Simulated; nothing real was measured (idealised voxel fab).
process module | voxel trench capacitor
cross-section cut | 250 nm wide | cells 5 nm
A cross-section is a grid of square cells, given in bands from the top down. A band is one or more rows of cells.
Each band's line starts with the height of the band's top and of its bottom, in nm. Then come its materials from left to right, each with its width in nm. One material with "throughout" fills the band from edge to edge. "air" is empty space.
Height 0 is the level under which the wafer as received is all one material. The lowest band goes on downwards, as in "0 down".
A width such as "30 to 40" changes by the same amount from each row of cells to the next, from the band's top row to its bottom row.
"no change" after a step means that no cell of the cross-section changed.
closed voids: empty space of 8 cells or more with no open way to the top, each as width x height at its distance from the left edge, in nm
after a step's settings: what the simulator itself notes on the step
overlay nm, on a step with a mask: how far to the right of its planned place the mask lay; to the left if negative
plan
1 op RECEIVE | material Si
2 op CONFORMAL_DEP | material SiN | thk nm 10
3 op DIRECTIONAL_DEP | material aC | thk nm 15
4 op PATTERN | tone open | mask id TRENCH | material resist | width nm 20 | pitch nm 60 | thk nm 35 | overlay nm 0
5 op DIRECTIONAL_ETCH | etch materials aC | depth nm 15
6 op STRIP | etch materials resist
7 op DIRECTIONAL_ETCH | etch materials SiN | depth nm 10
8 op DIRECTIONAL_ETCH | etch materials Si | depth nm 25
9 op STRIP | etch materials aC
10 op CONFORMAL_DEP | material Al2O3 | thk nm 5
11 op CONFORMAL_DEP | material TiN | thk nm 5
12 op FILL_DEP | material W | thk nm 5
13 op CMP | height nm 10
varied across the wafers: width nm of step 4. The plan shows the first wafer's value. All wafers start alike
first wafer as received, after step 1
  0 down: Si throughout
  closed voids: none
first wafer at the end, after step 13
  10 to 0: SiN 85 | Al2O3 5 | TiN 10 | Al2O3 5 | SiN 40 | Al2O3 5 | TiN 10 | Al2O3 5 | SiN 85
  0 to -20: Si 85 | Al2O3 5 | TiN 10 | Al2O3 5 | Si 40 | Al2O3 5 | TiN 10 | Al2O3 5 | Si 85
  -20 to -25: Si 85 | Al2O3 20 | Si 40 | Al2O3 20 | Si 85
  -25 down: Si throughout
  closed voids: none
last wafer at the end
  10 to 0: SiN 75 | Al2O3 5 | TiN 5 | W 25 | TiN 5 | Al2O3 5 | SiN 15 | Al2O3 5 | TiN 5 | W 25 | TiN 5 | Al2O3 5 | SiN 70
  0 to -15: Si 75 | Al2O3 5 | TiN 5 | W 25 | TiN 5 | Al2O3 5 | Si 15 | Al2O3 5 | TiN 5 | W 25 | TiN 5 | Al2O3 5 | Si 70
  -15 to -20: Si 75 | Al2O3 5 | TiN 35 | Al2O3 5 | Si 15 | Al2O3 5 | TiN 35 | Al2O3 5 | Si 70
  -20 to -25: Si 75 | Al2O3 45 | Si 15 | Al2O3 45 | Si 70
  -25 down: Si throughout
  closed voids: none
each wafer at the end: cells of each material gained (+) or lost (-) since it was received, then its closed voids
width nm 20 | +32 Al2O3 | -40 Si | +84 SiN | +24 TiN | closed voids: none
width nm 25 | +34 Al2O3 | -50 Si | +80 SiN | +26 TiN | +10 W | closed voids: none
width nm 30 | +36 Al2O3 | -60 Si | +76 SiN | +28 TiN | +20 W | closed voids: none
width nm 35 | +38 Al2O3 | -70 Si | +72 SiN | +30 TiN | +30 W | closed voids: none
width nm 40 | +40 Al2O3 | -80 Si | +68 SiN | +32 TiN | +40 W | closed voids: none
width nm 45 | +42 Al2O3 | -90 Si | +64 SiN | +34 TiN | +50 W | closed voids: none
